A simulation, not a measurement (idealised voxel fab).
Process module, titled voxel quadruple lines
Shown is cross-section cut, with a width of 260 nm and square cells of size 5 nm.
If you're reading a cross-section in this doc, picture square cells in a grid; it comes to you as bands, top ones listed first down to the bottom, and a band can be one or more rows of cells.
Heads up on the band format: heights come first, top then bottom, in nm. After that it's the materials left to right, each with its width in nm. A single material flagged "throughout" fills the whole band edge to edge, and "empty" means there's empty space there.
Zero point of the height axis is 0; under it, received wafer = one material. Lowest band: continues down indefinitely, "top 0, no bottom".
The expression "30->40" gives the width at the extremes of the band, the first number at its top row of cells and the second at its bottom row, with the width changing by equal amounts from each row to the next in between.
Given "nothing was modified" for a step, no cell of the cross-section differs between before and after that step.
In the "Cavities, sealed" entry, you get each enclosed empty space of 8 cells or more, one with no open way to the top, written width x height at distance, distance from the left edge, in nm.
On each step's line, the part that comes after the settings is the simulator's own comment on the step.
A step's line can hold "overlay nm"; with a mask on that step, the setting says how far right of the planned place the mask lay, while a negative setting says it lay to the left.

-- Planned process steps
| 1 | RECEIVE (material Si) |
| 2 | CONFORMAL_DEP (material SiO2; thk nm 5) |
| 3 | DIRECTIONAL_DEP (material Ru; thk nm 10) |
| 4 | DIRECTIONAL_DEP (material polySi; thk nm 15) |
| 5 | DIRECTIONAL_DEP (material aC; thk nm 20) |
| 6 | PATTERN (tone cover; mask id MANDREL; material resist; width nm 35; thk nm 25; overlay nm 0) |
| 7 | DIRECTIONAL_ETCH (etch materials aC; depth nm 20) |
| 8 | STRIP (etch materials resist) |
| 9 | CONFORMAL_DEP (material SiO2; thk nm 15) |
| 10 | DIRECTIONAL_ETCH (etch materials SiO2; depth nm 15) |
| 11 | STRIP (etch materials aC) |
| 12 | DIRECTIONAL_ETCH (etch materials polySi; depth nm 15) |
| 13 | STRIP (etch materials SiO2) |
| 14 | CONFORMAL_DEP (material SiCN; thk nm 10) |
| 15 | DIRECTIONAL_ETCH (etch materials SiCN; depth nm 10) |
| 16 | STRIP (etch materials polySi) |
| 17 | DIRECTIONAL_ETCH (etch materials Ru; depth nm 10) |
| 18 | STRIP (etch materials SiCN) |

-- Received-state cross-section, reflecting completion of step 1
> top 0, no bottom = Si throughout
> Cavities, sealed: none

-- Wafer cross-section at module end: first of two, run to plan
> top 15, bottom 5 = empty (85) / Ru (10) / empty (15) / Ru (10) / empty (15) / Ru (10) / empty (15) / Ru (10) / empty (90)
> top 5, bottom 0 = SiO2 throughout
> top 0, no bottom = Si throughout
> Cavities, sealed: none

-- Here's the second of our two wafers sectioned at module end. Same start as the first, same plan, but one mistake got made running it
> top 15, bottom 5 = aC throughout
> top 5, bottom 0 = SiO2 throughout
> top 0, no bottom = Si throughout
> Cavities, sealed: none
The mistake made against the process plan was this: step 3 did not happen as planned, as run it was DIRECTIONAL_DEP (material aC; thk nm 10)
Cell-count delta at end, second wafer over first, by material: Ru: 16 fewer | aC: 104 more
